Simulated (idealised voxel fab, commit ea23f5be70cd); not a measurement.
Process module name: voxel fin reveal
The width of the displayed cross-section, cut, is 255 nm; its cells are square, with a size of 5 nm.
Cross-section layout: square cells on a grid; listed as bands, top to bottom; a band spans one or more cell rows. Look at the band entry: it leads with the top's height and the bottom's height in nm. Then it lists the materials left to right, with a width in nm for each. The word "all across" on a single material says that material fills the band edge to edge. The word "blank" is empty space. Heights are expressed relative to 0, this being the level below which the as-received wafer comprises one material exclusively. The lowest band is unbounded in the downward direction and is denoted as in "z 0 and below". Read "30..40" as a graded width: first number on top, second number at the bottom, same change between each pair of neighbouring rows. For the purposes of this document, the phrase "identical to before" attached to a step denotes that no cell within the cross-section was modified by that step. Reported under the label "Enclosed void entries" are the empty spaces having no open way to the top and comprising 8 cells or more; the notation for each is width x height at distance, in which the distance is measured from the left edge and all three values are in nm. Anything after a step's settings on that line? It's the simulator's own note about the step. overlay nm: mask offset rightward from planned place, masked step; negative means leftward offset. Each pair of cross-sections that follows straddles one process step: the one shows the state before the step, the other the state after it, down to the lowest band that changed and no further. The step in question, and its settings, are given under the pair. Note that a pair is not necessarily a continuation of the pair above it, since pairs can come from different runs of this module on the same starting wafer; it is a continuation only where its entry headed "Pre-step profile" says so.

**Pre-step profile**
- z 0 and below  Si all across
- Enclosed void entries: none

**Sectional View, Post-Process**
- z 10 to 0  SiN all across
- below 0: unchanged
- Enclosed void entries: none
Step applied between the pre-step and post-step cross-sections shown above: CONFORMAL_DEP,material SiN,thk nm 10

Pre-step profile: The pre-step condition corresponds to the post-step cross-section depicted in the pair directly above.

**Sectional View, Post-Process**
- z 10 to 0  blank (65)  SiN (15)  blank (20)  SiN (15)  blank (20)  SiN (15)  blank (20)  SiN (15)  blank (70)
- below 0: unchanged
- Enclosed void entries: none
Step applied between the pre-step and post-step cross-sections shown above: MASKED_ETCH,tone cover,mask id FINS,width nm 15,pitch nm 35,etch materials SiN,depth nm 10,overlay nm 0

Pre-step profile: The pre-step condition corresponds to the post-step cross-section depicted in the pair directly above.

**Sectional View, Post-Process**
- z 10 to 0  blank (65)  SiN (15)  blank (20)  SiN (15)  blank (20)  SiN (15)  blank (20)  SiN (15)  blank (70)
- z 0 to -35  blank (65)  Si (15)  blank (20)  Si (15)  blank (20)  Si (15)  blank (20)  Si (15)  blank (70)
- below -35: unchanged
- Enclosed void entries: none
Step applied between the pre-step and post-step cross-sections shown above: MASKED_ETCH,tone cover,mask id FINS,width nm 15,pitch nm 35,etch materials Si,depth nm 35,overlay nm 0

Pre-step profile: The pre-step condition corresponds to the post-step cross-section depicted in the pair directly above.

**Sectional View, Post-Process**
- z 25 to 10  SiO2 all across
- z 10 to 0  SiO2 (65)  SiN (15)  SiO2 (20)  SiN (15)  SiO2 (20)  SiN (15)  SiO2 (20)  SiN (15)  SiO2 (70)
- z 0 to -35  SiO2 (65)  Si (15)  SiO2 (20)  Si (15)  SiO2 (20)  Si (15)  SiO2 (20)  Si (15)  SiO2 (70)
- below -35: unchanged
- Enclosed void entries: none
Step applied between the pre-step and post-step cross-sections shown above: FILL_DEP,material SiO2,thk nm 15

Pre-step profile: The pre-step condition corresponds to the post-step cross-section depicted in the pair directly above.

**Sectional View, Post-Process**
- z 10 to 0  SiO2 (65)  SiN (15)  SiO2 (20)  SiN (15)  SiO2 (20)  SiN (15)  SiO2 (20)  SiN (15)  SiO2 (70)
- below 0: unchanged
- Enclosed void entries: none
Step applied between the pre-step and post-step cross-sections shown above: CMP,height nm 10

Pre-step profile: The pre-step condition corresponds to the post-step cross-section depicted in the pair directly above.

**Sectional View, Post-Process**
- z 10 to 0  blank (65)  SiN (15)  blank (20)  SiN (15)  blank (20)  SiN (15)  blank (20)  SiN (15)  blank (70)
- z 0 to -10  blank (65)  Si (15)  blank (20)  Si (15)  blank (20)  Si (15)  blank (20)  Si (15)  blank (70)
- below -10: unchanged
- Enclosed void entries: none
Step applied between the pre-step and post-step cross-sections shown above: SELECTIVE_ETCH,etch materials SiO2,depth nm 20

Pre-step profile: The pre-step condition corresponds to the post-step cross-section depicted in the pair directly above.

**Sectional View, Post-Process**
- z 0 to -10  blank (65)  Si (15)  blank (20)  Si (15)  blank (20)  Si (15)  blank (20)  Si (15)  blank (70)
- below -10: unchanged
- Enclosed void entries: none
Step applied between the pre-step and post-step cross-sections shown above: STRIP,etch materials SiN

**Pre-step profile**
- z 25 to 10  SiO2 all across
- z 10 to 0  SiO2 (65)  SiN (15)  SiO2 (20)  SiN (15)  SiO2 (20)  SiN (15)  SiO2 (20)  SiN (15)  SiO2 (70)
- z 0 to -35  SiO2 (65)  Si (15)  SiO2 (20)  Si (15)  SiO2 (20)  Si (15)  SiO2 (20)  Si (15)  SiO2 (70)
- z -35 and below  Si all across
- Enclosed void entries: none

**Sectional View, Post-Process**
- z 10 to 5  blank (65)  SiN (15)  blank (20)  SiN (15)  blank (20)  SiN (15)  blank (20)  SiN (15)  blank (70)
- below 5: unchanged
- Enclosed void entries: none
Step applied between the pre-step and post-step cross-sections shown above: SELECTIVE_ETCH,etch materials SiO2,depth nm 20

Pre-step profile: The pre-step condition corresponds to the post-step cross-section depicted in the pair directly above.

**Sectional View, Post-Process**
- z 5 to 0  SiO2 (65)  blank (15)  SiO2 (20)  blank (15)  SiO2 (20)  blank (15)  SiO2 (20)  blank (15)  SiO2 (70)
- below 0: unchanged
- Enclosed void entries: none
Step applied between the pre-step and post-step cross-sections shown above: STRIP,etch materials SiN

**Pre-step profile**
- z 10 to 0  blank (65)  SiN (15)  blank (20)  SiN (15)  blank (20)  SiN (15)  blank (20)  SiN (15)  blank (70)
- z 0 to -10  blank (65)  Si (15)  blank (20)  Si (15)  blank (20)  Si (15)  blank (20)  Si (15)  blank (70)
- z -10 to -35  SiO2 (65)  Si (15)  SiO2 (20)  Si (15)  SiO2 (20)  Si (15)  SiO2 (20)  Si (15)  SiO2 (70)
- z -35 and below  Si all across
- Enclosed void entries: none

**Sectional View, Post-Process**
- z 10 to 0  blank (65)  SiN (15)  blank (20)  SiN (15)  blank (20)  SiN (15)  blank (20)  SiN (15)  blank (70)
- z 0 to -30  blank (65)  Si (15)  blank (20)  Si (15)  blank (20)  Si (15)  blank (20)  Si (15)  blank (70)
- below -30: unchanged
- Enclosed void entries: none
Step applied between the pre-step and post-step cross-sections shown above: SELECTIVE_ETCH,etch materials SiO2,depth nm 20

Pre-step profile: The pre-step condition corresponds to the post-step cross-section depicted in the pair directly above.

**Sectional View, Post-Process**
- z 0 to -30  blank (65)  Si (15)  blank (20)  Si (15)  blank (20)  Si (15)  blank (20)  Si (15)  blank (70)
- below -30: unchanged
- Enclosed void entries: none
Step applied between the pre-step and post-step cross-sections shown above: STRIP,etch materials SiN

**Pre-step profile**
- z 10 to 0  SiO2 (65)  SiN (15)  SiO2 (20)  SiN (15)  SiO2 (20)  SiN (15)  SiO2 (20)  SiN (15)  SiO2 (70)
- z 0 to -35  SiO2 (65)  Si (15)  SiO2 (20)  Si (15)  SiO2 (20)  Si (15)  SiO2 (20)  Si (15)  SiO2 (70)
- z -35 and below  Si all across
- Enclosed void entries: none

**Sectional View, Post-Process**
- z 10 to 0  SiO2 (65)  blank (15)  SiO2 (20)  blank (15)  SiO2 (20)  blank (15)  SiO2 (20)  blank (15)  SiO2 (70)
- below 0: unchanged
- Enclosed void entries: none
Step applied between the pre-step and post-step cross-sections shown above: STRIP,etch materials SiN

Pre-step profile: The pre-step condition corresponds to the post-step cross-section depicted in the pair directly above.

**Sectional View, Post-Process**
- z 0 to -10  blank (65)  Si (15)  blank (20)  Si (15)  blank (20)  Si (15)  blank (20)  Si (15)  blank (70)
- z -10 to -20  SiO2 (45)  blank (20)  Si (15)  blank (20)  Si (15)  blank (20)  Si (15)  blank (20)  Si (15)  blank (20)  SiO2 (50)
- below -20: unchanged
- Enclosed void entries: none
Step applied between the pre-step and post-step cross-sections shown above: SELECTIVE_ETCH,etch materials SiO2,depth nm 20

**Pre-step profile**
- z 10 to 0  blank (65)  SiN (15)  blank (20)  SiN (15)  blank (20)  SiN (15)  blank (20)  SiN (15)  blank (70)
- z 0 and below  Si all across
- Enclosed void entries: none

**Sectional View, Post-Process**
- z 10 to 0  blank (65)  SiN (15)  blank (20)  SiN (15)  blank (20)  SiN (15)  blank (20)  SiN (15)  blank (70)
- z 0 to -30  blank (65)  Si (15)  blank (20)  Si (15)  blank (20)  Si (15)  blank (20)  Si (15)  blank (70)
- below -30: unchanged
- Enclosed void entries: none
Step applied between the pre-step and post-step cross-sections shown above: MASKED_ETCH,tone cover,mask id FINS,width nm 15,pitch nm 35,etch materials Si,depth nm 30,overlay nm 0

Pre-step profile: The pre-step condition corresponds to the post-step cross-section depicted in the pair directly above.

**Sectional View, Post-Process**
- z 25 to 10  SiO2 all across
- z 10 to 0  SiO2 (65)  SiN (15)  SiO2 (20)  SiN (15)  SiO2 (20)  SiN (15)  SiO2 (20)  SiN (15)  SiO2 (70)
- z 0 to -30  SiO2 (65)  Si (15)  SiO2 (20)  Si (15)  SiO2 (20)  Si (15)  SiO2 (20)  Si (15)  SiO2 (70)
- below -30: unchanged
- Enclosed void entries: none
Step applied between the pre-step and post-step cross-sections shown above: FILL_DEP,material SiO2,thk nm 15

Pre-step profile: The pre-step condition corresponds to the post-step cross-section depicted in the pair directly above.

**Sectional View, Post-Process**
- z 10 to 0  SiO2 (65)  SiN (15)  SiO2 (20)  SiN (15)  SiO2 (20)  SiN (15)  SiO2 (20)  SiN (15)  SiO2 (70)
- below 0: unchanged
- Enclosed void entries: none
Step applied between the pre-step and post-step cross-sections shown above: CMP,height nm 10

Pre-step profile: The pre-step condition corresponds to the post-step cross-section depicted in the pair directly above.

**Sectional View, Post-Process**
- z 10 to 0  blank (65)  SiN (15)  blank (20)  SiN (15)  blank (20)  SiN (15)  blank (20)  SiN (15)  blank (70)
- z 0 to -10  blank (65)  Si (15)  blank (20)  Si (15)  blank (20)  Si (15)  blank (20)  Si (15)  blank (70)
- below -10: unchanged
- Enclosed void entries: none
Step applied between the pre-step and post-step cross-sections shown above: SELECTIVE_ETCH,etch materials SiO2,depth nm 20

Pre-step profile: The pre-step condition corresponds to the post-step cross-section depicted in the pair directly above.

**Sectional View, Post-Process**
- z 0 to -10  blank (65)  Si (15)  blank (20)  Si (15)  blank (20)  Si (15)  blank (20)  Si (15)  blank (70)
- below -10: unchanged
- Enclosed void entries: none
Step applied between the pre-step and post-step cross-sections shown above: STRIP,etch materials SiN

**Pre-step profile**
- z 10 to 0  blank (65)  SiN (15)  blank (20)  SiN (15)  blank (20)  SiN (15)  blank (20)  SiN (15)  blank (70)
- z 0 to -10  blank (65)  Si (15)  blank (20)  Si (15)  blank (20)  Si (15)  blank (20)  Si (15)  blank (70)
- z -10 to -35  SiO2 (65)  Si (15)  SiO2 (20)  Si (15)  SiO2 (20)  Si (15)  SiO2 (20)  Si (15)  SiO2 (70)
- z -35 and below  Si all across
- Enclosed void entries: none

**Sectional View, Post-Process**
- z 10 to 0  blank (65)  SiN (15)  blank (20)  SiN (15)  blank (20)  SiN (15)  blank (20)  SiN (15)  blank (70)
- z 0 to -35  blank (65)  Si (15)  blank (20)  Si (15)  blank (20)  Si (15)  blank (20)  Si (15)  blank (70)
- below -35: unchanged
- Enclosed void entries: none
Step applied between the pre-step and post-step cross-sections shown above: STRIP,etch materials SiO2
